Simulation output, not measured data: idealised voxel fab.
Proc. module: voxel air gaps
FYI the section here is cut, 280 nm wide, cells are 5 nm squares.
Square cells in a grid make up a cross-section in this document, and the grid is given as bands, listed from the top down, each one or more rows of cells. The band entry comprises the height of the band's top followed by the height of its bottom, expressed in nm, and subsequently the band's materials from left to right, each stated together with its width in nm. Where a single material is marked with the word "throughout", that material fills the band from edge to edge. The word "blank" represents empty space. A quick word on heights: they are counted from 0, and under that level the wafer as it came to us is one material throughout. The lowest band is different from the rest in having no bottom; it simply continues downward, written as in "top 0, no bottom". Top row gets the first number, bottom row gets the second, and each row in between changes by the same step: that is how a band width like "30->40" works. A step reported as "remained the same" is a step in which no cell of the cross-section changed. So "Fully sealed voids" is basically the list of trapped voids: any empty space of 8 cells or more that can't reach the top through an opening. They're written width x height at distance, the distance being from the left edge, and it's all nm. On a step's line, text after the settings is the simulator commenting on that step. Each step line may optionally specify "overlay nm", which for a step with a mask gives the rightward distance between the mask's planned place and where it lay, a negative value indicating the leftward direction.

THE PLANNED PROCESS STEPS ARE ENUMERATED HEREUNDER
step 1: RECEIVE,material Si
step 2: CONFORMAL_DEP,material SiO2,thk nm 10
step 3: CONFORMAL_DEP,material SiCN,thk nm 5
step 4: DIRECTIONAL_DEP,material SiO2,thk nm 35
step 5: MASKED_ETCH,tone open,mask id LINES,width nm 25,pitch nm 50,etch materials SiO2,depth nm 35,overlay nm 0
step 6: CONFORMAL_DEP,material TiN,thk nm 5
step 7: FILL_DEP,material Cu,thk nm 10
step 8: CMP,height nm 50
step 9: EPI,material Ru,thk nm 10
step 10: SELECTIVE_ETCH,etch materials SiO2,depth nm 45
step 11: CONFORMAL_DEP,material SiCN,thk nm 5

AS-RECEIVED WAFER CROSS-SECTION (AFTER STEP 1)
	top 0, no bottom | Si throughout
	Fully sealed voids: none

RESULT OF THE MODULE, CROSS-SECTIONED: START PER ABOVE, PLAN PER ABOVE, ONE ERROR IN HOW IT WAS RUN
	top 75, bottom 70 | blank=25, SiCN=225, blank=30
	top 70, bottom 50 | blank=25, SiCN=5, Ru=215, SiCN=5, blank=30
	top 50, bottom 45 | blank=25, SiCN=25, TiN=5, Cu=15, TiN=5, SiO2=25, TiN=5, Cu=15, TiN=5, SiO2=25, TiN=5, Cu=15, TiN=5, SiO2=25, TiN=5, Cu=15, TiN=5, SiCN=25, blank=30
	top 45, bottom 20 | blank=45, SiCN=5, TiN=5, Cu=15, TiN=5, SiO2=25, TiN=5, Cu=15, TiN=5, SiO2=25, TiN=5, Cu=15, TiN=5, SiO2=25, TiN=5, Cu=15, TiN=5, SiCN=5, blank=50
	top 20, bottom 15 | SiCN=50, TiN=25, SiO2=25, TiN=25, SiO2=25, TiN=25, SiO2=25, TiN=25, SiCN=55
	top 15, bottom 10 | SiCN throughout
	top 10, bottom 0 | SiO2 throughout
	top 0, no bottom | Si throughout
	Fully sealed voids: none
Which mistake was made when the wafer was run? step 9 from the plan got run twice
